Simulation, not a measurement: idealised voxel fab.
The document below concerns the process module designated voxel released beams.
This is section cut - it's 155 nm across, gridded in 5 nm square cells.
Bands, listed from the top down, are how a cross-section gets written in this document; the cross-section itself is a grid of square cells, and a band is one or more rows of them. This entry defines a band. It first specifies the height of the band's top and the height of its bottom in nm, and then specifies the band's materials from left to right, stating each material with its width in nm. The word "throughout" identifies a single material that fills the band from edge to edge, while the word "empty" identifies empty space. The level at which height equals 0 is the one under which the wafer, as it arrives, is entirely one material. No lower edge exists for the bottom band, which continues downward and is notated as in "0 nm and below". You'd read "30..40" like this: the band's top row of cells is as wide as the first number, its bottom row is as wide as the second, and going down, every row changes width by the same amount as the row before did. Given "all unchanged" for a step, no cell of the cross-section differs between before and after that step. Entry "Closed void listing" = empty spaces >= 8 cells with no open way to the top; each as width x height at distance, distance from left edge, all nm. Step line, after settings: the simulator's comment on this step. overlay nm, on a step with a mask: how far to the right of its planned place the mask lay; to the left if negative.

[Process steps - plan]
1 RECEIVE [material Si]
2 CONFORMAL_DEP [material Al2O3] [thk nm 5]
3 DIRECTIONAL_DEP [material SiO2] [thk nm 15]
4 DIRECTIONAL_DEP [material aC] [thk nm 10]
5 PATTERN [tone open] [mask id ANCHOR] [material resist] [width nm 35] [thk nm 25] [overlay nm 0]
6 DIRECTIONAL_ETCH [etch materials aC] [depth nm 10]
7 STRIP [etch materials resist]
8 DIRECTIONAL_ETCH [etch materials SiO2] [depth nm 15]
9 STRIP [etch materials aC]
10 CONFORMAL_DEP [material W] [thk nm 10]
11 DIRECTIONAL_DEP [material aC] [thk nm 15]
12 PATTERN [tone cover] [mask id BEAM] [material resist] [width nm 100] [thk nm 35] [overlay nm 0]
13 DIRECTIONAL_ETCH [etch materials aC] [depth nm 15]
14 STRIP [etch materials resist]
15 DIRECTIONAL_ETCH [etch materials W] [depth nm 10]
16 STRIP [etch materials aC]
17 STRIP [etch materials SiO2]

[So this is the incoming wafer in cross-section - it's already been through step 1]
- 0 nm and below = Si throughout
- Closed void listing: none

[As-planned run: cross-section of the first of two wafers at end of module]
- 30 nm to 20 nm = 25 empty; 15 W; 15 empty; 70 W; 30 empty
- 20 nm to 15 nm = 30 empty; 10 W; 15 empty; 10 W; 90 empty
- 15 nm to 5 nm = 30 empty; 35 W; 90 empty
- 5 nm to 0 nm = Al2O3 throughout
- 0 nm and below = Si throughout
- Closed void listing: none

[Second of two wafers, module complete, sectioned: it shares the first wafer's start and plan but was run with one mistake]
- 30 nm to 20 nm = 30 empty; 10 W; 15 empty; 75 W; 25 empty
- 20 nm to 15 nm = 30 empty; 10 W; 15 empty; 10 W; 90 empty
- 15 nm to 5 nm = 30 empty; 35 W; 90 empty
- 5 nm to 0 nm = Al2O3 throughout
- 0 nm and below = Si throughout
- Closed void listing: none
What went wrong in running the wafer? step 12 was not run as planned; what actually ran was PATTERN [tone cover] [mask id BEAM] [material resist] [width nm 100] [thk nm 35] [overlay nm 5]
Comparing end states, the material composition by cell count is preserved from the first wafer to the second, while the locations of the cells are not.
